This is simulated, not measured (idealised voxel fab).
process module | voxel released beams
cross-section cut | 245 nm wide | cells 5 nm
A cross-section is a grid of square cells, given in bands from the top down. A band is one or more rows of cells.
Each band's line starts with the height of the band's top and of its bottom, in nm. Then come its materials from left to right, each with its width in nm. One material with "throughout" fills the band from edge to edge. "air" is empty space.
Height 0 is the level under which the wafer as received is all one material. The lowest band goes on downwards, as in "0 down".
A width such as "30 to 40" changes by the same amount from each row of cells to the next, from the band's top row to its bottom row.
"no change" after a step means that no cell of the cross-section changed.
closed voids: empty space of 8 cells or more with no open way to the top, each as width x height at its distance from the left edge, in nm
after a step's settings: what the simulator itself notes on the step
overlay nm, on a step with a mask: how far to the right of its planned place the mask lay; to the left if negative
plan
1 op RECEIVE | material Si
2 op CONFORMAL_DEP | material Al2O3 | thk nm 5
3 op DIRECTIONAL_DEP | material SiO2 | thk nm 15
4 op PATTERN | tone open | mask id ANCHOR | material resist | width nm 45 | thk nm 15 | overlay nm 0
5 op DIRECTIONAL_ETCH | etch materials SiO2 | depth nm 15
6 op STRIP | etch materials resist
7 op CONFORMAL_DEP | material W | thk nm 15
8 op PATTERN | tone cover | mask id BEAM | material resist | width nm 105 | thk nm 20 | overlay nm 0
9 op DIRECTIONAL_ETCH | etch materials W | depth nm 15
10 op STRIP | etch materials resist
11 op STRIP | etch materials SiO2
first wafer, as planned
as received, after step 1
  0 down: Si throughout
  closed voids: none
after step 2
  5 to 0: Al2O3 throughout
  below 0: unchanged
after step 3
  20 to 5: SiO2 throughout
  below 5: unchanged
after step 4
  35 to 20: resist 70 | air 45 | resist 130
  below 20: unchanged
after step 5
  35 to 20: resist 70 | air 45 | resist 130
  20 to 5: SiO2 70 | air 45 | SiO2 130
  below 5: unchanged
after step 6
  20 to 5: SiO2 70 | air 45 | SiO2 130
  below 5: unchanged
after step 7
  35 to 20: W 85 | air 15 | W 145
  20 to 5: SiO2 70 | W 45 | SiO2 130
  below 5: unchanged
after step 8
  55 to 35: air 65 | resist 105 | air 75
  35 to 20: W 85 | resist 15 | W 145
  below 20: unchanged
after step 9
  55 to 35: air 65 | resist 105 | air 75
  35 to 20: air 65 | W 20 | resist 15 | W 70 | air 75
  below 20: unchanged
after step 10
  35 to 20: air 65 | W 20 | air 15 | W 70 | air 75
  below 20: unchanged
after step 11
  35 to 20: air 65 | W 20 | air 15 | W 70 | air 75
  20 to 5: air 70 | W 45 | air 130
  below 5: unchanged
second wafer: like start, like plan, one mistake. Through step 3 it matches the first wafer
when step 4 should have ended
  35 to 20: resist 75 | air 45 | resist 125
  below 20: unchanged
when step 5 should have ended
  35 to 20: resist 75 | air 45 | resist 125
  20 to 5: SiO2 75 | air 45 | SiO2 125
  below 5: unchanged
when step 6 should have ended
  20 to 5: SiO2 75 | air 45 | SiO2 125
  below 5: unchanged
when step 7 should have ended
  35 to 20: W 90 | air 15 | W 140
  20 to 5: SiO2 75 | W 45 | SiO2 125
  below 5: unchanged
when step 8 should have ended
  55 to 35: air 65 | resist 105 | air 75
  35 to 20: W 90 | resist 15 | W 140
  below 20: unchanged
when step 9 should have ended
  55 to 35: air 65 | resist 105 | air 75
  35 to 20: air 65 | W 25 | resist 15 | W 65 | air 75
  below 20: unchanged
when step 10 should have ended
  35 to 20: air 65 | W 25 | air 15 | W 65 | air 75
  below 20: unchanged
when step 11 should have ended
  35 to 20: air 65 | W 25 | air 15 | W 65 | air 75
  20 to 5: air 75 | W 45 | air 125
  below 5: unchanged
what went wrong: step 4 ran as: op PATTERN | tone open | mask id ANCHOR | material resist | width nm 45 | thk nm 15 | overlay nm 5
at the end the second wafer has, in cells: as many of each material as the first, in other places
